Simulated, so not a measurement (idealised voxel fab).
Process module in this document: voxel double patterning
Section cut is 280 nm wide and gridded with 5 nm square cells.
In what follows, cross-sections appear as grids of square cells, described through bands that run from the top down, where every band is one or more rows of cells.
Heads up on the band format: heights come first, top then bottom, in nm. After that it's the materials left to right, each with its width in nm. A single material flagged "edge to edge" fills the whole band edge to edge, and "air" means there's empty space there.
Convention: height 0 is the level below which the wafer, as received, is all one material. The lowest band does not terminate at the bottom but continues downward, represented as "0 -> down".
A width given as "30..40" starts at the first number in the band's top row and ends at the second number in its bottom row, shifting by an equal amount at every step from row to row.
"all unchanged" (step): cross-section cells unchanged, all of them.
For the entry "Closed internal cavities", the listed items are empty spaces with no open way to the top whose size is 8 cells or more; each item follows the pattern width x height at distance, where distance is from the left edge and all three are in nm.
Text after the settings on a step's line: the simulator's own remark on that step.
overlay nm: mask offset rightward from planned place, masked step; negative means leftward offset.

[These are the steps we planned for the process]
- 1: RECEIVE: material Si
- 2: CONFORMAL_DEP: material SiN, thk nm 10
- 3: DIRECTIONAL_DEP: material SiO2, thk nm 20
- 4: DIRECTIONAL_DEP: material SiCN, thk nm 10
- 5: MASKED_ETCH: tone open, mask id FIRST, width nm 15, pitch nm 50, etch materials SiCN, depth nm 10, overlay nm 0
- 6: MASKED_ETCH: tone open, mask id SECOND, width nm 15, pitch nm 50, etch materials SiCN, depth nm 10, overlay nm 0
- 7: DIRECTIONAL_ETCH: etch materials SiO2, depth nm 20
- 8: STRIP: etch materials SiCN

[Step 1 complete: cross-section of the wafer as received]
  0 -> down: Si edge to edge
  Closed internal cavities: none

[First of two wafers: cross-section at end of module, run per plan]
  30 -> 10: 80 SiO2, 15 air, 10 SiO2, 15 air, 10 SiO2, 15 air, 10 SiO2, 15 air, 10 SiO2, 15 air, 85 SiO2
  10 -> 0: SiN edge to edge
  0 -> down: Si edge to edge
  Closed internal cavities: none

[Wafer two, end of module, cross-section. Same start, same plan as wafer one. One mistake in the run]
  30 -> 10: 80 air, 15 SiO2, 35 air, 15 SiO2, 35 air, 15 SiO2, 85 air
  10 -> 0: SiN edge to edge
  0 -> down: Si edge to edge
  Closed internal cavities: none
What broke from the plan during processing? step 5 went in with a setting other than planned; the actual run was MASKED_ETCH: tone cover, mask id FIRST, width nm 15, pitch nm 50, etch materials SiCN, depth nm 10, overlay nm 0
Wafer comparison, final, in cells, second relative to first, materials more or fewer: SiO2 -128
